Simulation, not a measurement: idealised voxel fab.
process module | voxel ribs on slabs
FYI the section here is cut, 150 nm wide, cells are 5 nm squares.
A cross-section is a grid of square cells, given in bands from the top down. A band is one or more rows of cells.
Within each band entry, the heights of the top and of the bottom of the band appear first, in that order and in nm; the materials of the band then follow from left to right, each with its corresponding width in nm. The designation "all across" on a single material indicates that it fills the band from edge to edge; the designation "empty" indicates empty space.
Heights from 0 (as-received wafer is one material below). Bottom band endless downward, as "0 down".
Note: "30->40" means the width goes from the first number (top row of the band) to the second number (bottom row) in equal steps per row of cells.
Basically "stayed the same" means that step didn't change any cell in the cross-section.
The list in "Entrapped void list" covers empty spaces of 8 cells or more that cannot reach the top through any open way, and it gives each as width x height at distance; the distance is from the left edge, and width, height and distance are in nm.
after a step's settings: what the simulator itself notes on the step
overlay nm, on a step with a mask: how far to the right of its planned place the mask lay; to the left if negative

## The planned process steps are enumerated hereunder
step 1: RECEIVE: material Si
step 2: DIRECTIONAL_DEP: material SiO2, thk nm 20
step 3: DIRECTIONAL_DEP: material polySi, thk nm 15
step 4: PATTERN: tone cover, mask id RIB, material resist, width nm 25, thk nm 20, overlay nm 0
step 5: DIRECTIONAL_ETCH: etch materials polySi, depth nm 10
step 6: STRIP: etch materials resist
step 7: PATTERN: tone cover, mask id SLAB, material resist, width nm 85, thk nm 20, overlay nm 0
step 8: DIRECTIONAL_ETCH: etch materials polySi, depth nm 5
step 9: STRIP: etch materials resist
step 10: FILL_DEP: material SiO2, thk nm 20
step 11: CMP: height nm 45
step 12: DIRECTIONAL_DEP: material W, thk nm 10
step 13: MASKED_ETCH: tone cover, mask id HEATER, width nm 35, etch materials W, depth nm 10, overlay nm 0
step 14: CONFORMAL_DEP: material SiN, thk nm 10

## Wafer cross-section on receipt, i.e. after step 1
    0 down  Si all across
    Entrapped void list: none

## Starting structure and process plan are as shown above, but one mistake was made in running the module; the wafer cross-section at the end of the module follows
    65 to 55  45 empty  55 SiN  50 empty
    55 to 45  55 SiN  35 W  60 SiN
    45 to 35  60->30 SiO2  25->85 polySi  65->35 SiO2
    35 to 20  polySi all across
    20 to 0  SiO2 all across
    0 down  Si all across
    Entrapped void list: none
what went wrong: step 3 from the plan got run twice
